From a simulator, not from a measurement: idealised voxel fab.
Presented below is a process module, voxel gate over fins.
For reference, the cross-section in this document is cut, with width 290 nm and square cells of 5 nm.
A cross-section in this document is a grid of square cells, and it is written down as bands, the top band listed before the ones below it; a band is made up of one or more rows of cells.
Each band's line starts with the height of the band's top and of its bottom, in nm. Then come its materials from left to right, each with its width in nm. One material with "throughout" fills the band from edge to edge. "air" is empty space.
Ref level 0: as-received wafer is one material below here. Bottom band extends down with no lower bound ("0..down").
When a width is written as two numbers, as in "30..40", the first number is the width in the top row of cells of the band and the second is the width in its bottom row, and the width changes by the same amount from each row to the next.
Step note "remained unchanged" = no cross-section cell changed.
"Closed void entries" specifies each empty space that is not open to the top and that occupies no fewer than 8 cells, using the form width x height at distance, the distance measured from the left edge and all three quantities in nm.
Where a step's line continues beyond its settings, the continuation is a remark by the simulator itself on that step.
The line of a step may include "overlay nm". On a step with a mask, this value is how far to the right of its planned place the mask lay. A negative value means the mask lay to the left.
Intended process steps:
1: RECEIVE (material Si)
2: CONFORMAL_DEP (material SiN; thk nm 5)
3: PATTERN (tone cover; mask id FINS; material resist; width nm 15; pitch nm 35; thk nm 20; overlay nm 0)
4: DIRECTIONAL_ETCH (etch materials SiN; depth nm 5)
5: DIRECTIONAL_ETCH (etch materials Si; depth nm 35)
6: STRIP (etch materials resist)
7: FILL_DEP (material SiO2; thk nm 5)
8: CMP (height nm 5)
9: SELECTIVE_ETCH (etch materials SiO2; depth nm 20)
10: STRIP (etch materials SiN)
11: CONFORMAL_DEP (material HfO2; thk nm 5)
12: CONFORMAL_DEP (material TiN; thk nm 5)
13: CONFORMAL_DEP (material TiAl; thk nm 5)
14: CONFORMAL_DEP (material TiN; thk nm 5)
15: FILL_DEP (material W; thk nm 10)
16: CMP (height nm 25)
17: CONFORMAL_DEP (material SiCN; thk nm 5)
Incoming wafer in cross-section (state: after step 1):
	0..down | Si throughout
	Closed void entries: none
End-of-module XS, first of two wafers, run as planned:
	30..25 | SiCN throughout
	25..20 | W throughout
	20..15 | W: 80, then TiN: 125, then W: 85
	15..10 | W: 80, then TiN: 5, then TiAl: 115, then TiN: 5, then W: 85
	10..5 | W: 80, then TiN: 5, then TiAl: 5, then TiN: 105, then TiAl: 5, then TiN: 5, then W: 85
	5..0 | TiN: 85, then TiAl: 5, then TiN: 5, then HfO2: 25, then TiN: 10, then HfO2: 25, then TiN: 10, then HfO2: 25, then TiN: 5, then TiAl: 5, then TiN: 90
	0..-5 | TiAl: 90, then TiN: 5, then HfO2: 5, then Si: 15, then HfO2: 5, then TiN: 10, then HfO2: 5, then Si: 15, then HfO2: 5, then TiN: 10, then HfO2: 5, then Si: 15, then HfO2: 5, then TiN: 5, then TiAl: 95
	-5..-10 | TiN: 95, then HfO2: 5, then Si: 15, then HfO2: 5, then TiN: 10, then HfO2: 5, then Si: 15, then HfO2: 5, then TiN: 10, then HfO2: 5, then Si: 15, then HfO2: 5, then TiN: 100
	-10..-15 | HfO2: 100, then Si: 15, then HfO2: 20, then Si: 15, then HfO2: 20, then Si: 15, then HfO2: 105
	-15..-35 | SiO2: 100, then Si: 15, then SiO2: 20, then Si: 15, then SiO2: 20, then Si: 15, then SiO2: 105
	-35..down | Si throughout
	Closed void entries: none
Cross-sectional view: second of two wafers, end of module; start and plan identical to the first, one mistake in running:
	30..25 | SiCN throughout
	25..20 | W throughout
	20..15 | W: 80, then TiN: 125, then W: 85
	15..10 | W: 80, then TiN: 5, then TiAl: 115, then TiN: 5, then W: 85
	10..5 | W: 80, then TiN: 5, then TiAl: 5, then HfO2: 105, then TiAl: 5, then TiN: 5, then W: 85
	5..0 | TiN: 85, then TiAl: 5, then HfO2: 5, then TiN: 25, then HfO2: 10, then TiN: 25, then HfO2: 10, then TiN: 25, then HfO2: 5, then TiAl: 5, then TiN: 90
	0..-5 | TiAl: 90, then HfO2: 5, then TiN: 5, then Si: 15, then TiN: 5, then HfO2: 10, then TiN: 5, then Si: 15, then TiN: 5, then HfO2: 10, then TiN: 5, then Si: 15, then TiN: 5, then HfO2: 5, then TiAl: 95
	-5..-10 | HfO2: 95, then TiN: 5, then Si: 15, then TiN: 5, then HfO2: 10, then TiN: 5, then Si: 15, then TiN: 5, then HfO2: 10, then TiN: 5, then Si: 15, then TiN: 5, then HfO2: 100
	-10..-15 | TiN: 100, then Si: 15, then TiN: 20, then Si: 15, then TiN: 20, then Si: 15, then TiN: 105
	-15..-35 | SiO2: 100, then Si: 15, then SiO2: 20, then Si: 15, then SiO2: 20, then Si: 15, then SiO2: 105
	-35..down | Si throughout
	Closed void entries: none
What broke from the plan during processing? the run placed steps 11 and 12 each in the position the plan gave to the other
Matching per-material cell counts, mismatched positions: that is how the second wafer compares with the first at the end.
